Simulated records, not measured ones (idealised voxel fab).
Documented hereafter: the process module known as voxel released beams.
The cross-section on display is named cut; it measures 255 nm wide, and its cells are 5 nm squares.
Bands, listed from the top down, are how a cross-section gets written in this document; the cross-section itself is a grid of square cells, and a band is one or more rows of them.
A band entry consists of two parts. The first gives the height of the band's top and the height of its bottom, in nm. The rest lists the band's materials from left to right, each with its width in nm. A single material labelled with the word "all across" fills the band from edge to edge, and the word "empty" marks empty space.
We count height from 0. Below that, the starting wafer is all one material. The lowest band never ends at the bottom but goes on down; see "z 0 and below" for how that is written.
With a width like "30->40", each row of cells in the band differs from the next by the same amount, the top row carrying the first number and the bottom row the second.
"identical to before" after a step means that no cell of the cross-section changed.
Entry "Unvented cavities" = empty spaces >= 8 cells with no open way to the top; each as width x height at distance, distance from left edge, all nm.
That trailing text on a step's line, after the settings, is the simulator's own remark on the step.
The setting "overlay nm" may be written on the line of a step. When the step uses a mask, the value reports how far to the right of the planned place the mask lay, and a negative value reports that it lay to the left.
The process steps that were planned are listed below:
- 1: RECEIVE (material Si)
- 2: CONFORMAL_DEP (material Al2O3; thk nm 5)
- 3: DIRECTIONAL_DEP (material SiO2; thk nm 15)
- 4: MASKED_ETCH (tone open; mask id ANCHOR; width nm 40; etch materials SiO2; depth nm 15; overlay nm 0)
- 5: CONFORMAL_DEP (material polySi; thk nm 15)
- 6: MASKED_ETCH (tone cover; mask id BEAM; width nm 125; etch materials polySi; depth nm 15; overlay nm 0)
- 7: STRIP (etch materials SiO2)
Wafer, first of two, run as planned:
Here's what the wafer looked like in cross-section when it arrived - that's after step 1:
z 0 and below  Si all across
Unvented cavities: none
Wafer xsec, post step 2:
z 5 to 0  Al2O3 all across
Below 0, no change.
Wafer xsec, post step 3:
z 20 to 5  SiO2 all across
Below 5, no change.
Wafer xsec, post step 4:
z 20 to 5  65 nm SiO2, then 40 nm empty, then 150 nm SiO2
Below 5, no change.
Wafer xsec, post step 5:
z 35 to 20  80 nm polySi, then 10 nm empty, then 165 nm polySi
z 20 to 5  65 nm SiO2, then 40 nm polySi, then 150 nm SiO2
Below 5, no change.
Wafer xsec, post step 6:
z 35 to 20  60 nm empty, then 20 nm polySi, then 10 nm empty, then 95 nm polySi, then 70 nm empty
Below 20, no change.
Wafer xsec, post step 7:
z 35 to 20  60 nm empty, then 20 nm polySi, then 10 nm empty, then 95 nm polySi, then 70 nm empty
z 20 to 5  65 nm empty, then 40 nm polySi, then 150 nm empty
Below 5, no change.
Notes, second wafer: start = first wafer's, plan = first wafer's, execution had one mistake; history identical to first through step 1:
Cross-section of the second wafer at the time step 2 of the plan should have ended:
z 5 to 0  SiO2 all across
Below 0, no change.
Cross-section of the second wafer at the time step 3 of the plan should have ended:
z 20 to 0  SiO2 all across
Below 0, no change.
Cross-section of the second wafer at the time step 4 of the plan should have ended:
z 20 to 5  65 nm SiO2, then 40 nm empty, then 150 nm SiO2
Below 5, no change.
Cross-section of the second wafer at the time step 5 of the plan should have ended:
z 35 to 20  80 nm polySi, then 10 nm empty, then 165 nm polySi
z 20 to 5  65 nm SiO2, then 40 nm polySi, then 150 nm SiO2
Below 5, no change.
Cross-section of the second wafer at the time step 6 of the plan should have ended:
z 35 to 20  60 nm empty, then 20 nm polySi, then 10 nm empty, then 95 nm polySi, then 70 nm empty
Below 20, no change.
Cross-section of the second wafer at the time step 7 of the plan should have ended:
z 0 and below  Si all across
So what did we get wrong on this run? step 2 changed vs plan, executed as CONFORMAL_DEP (material SiO2; thk nm 5)
Looking at both finished wafers in cells, the second ends up ahead of or behind the first on some materials: 51 fewer of Al2O3, 93 fewer of polySi
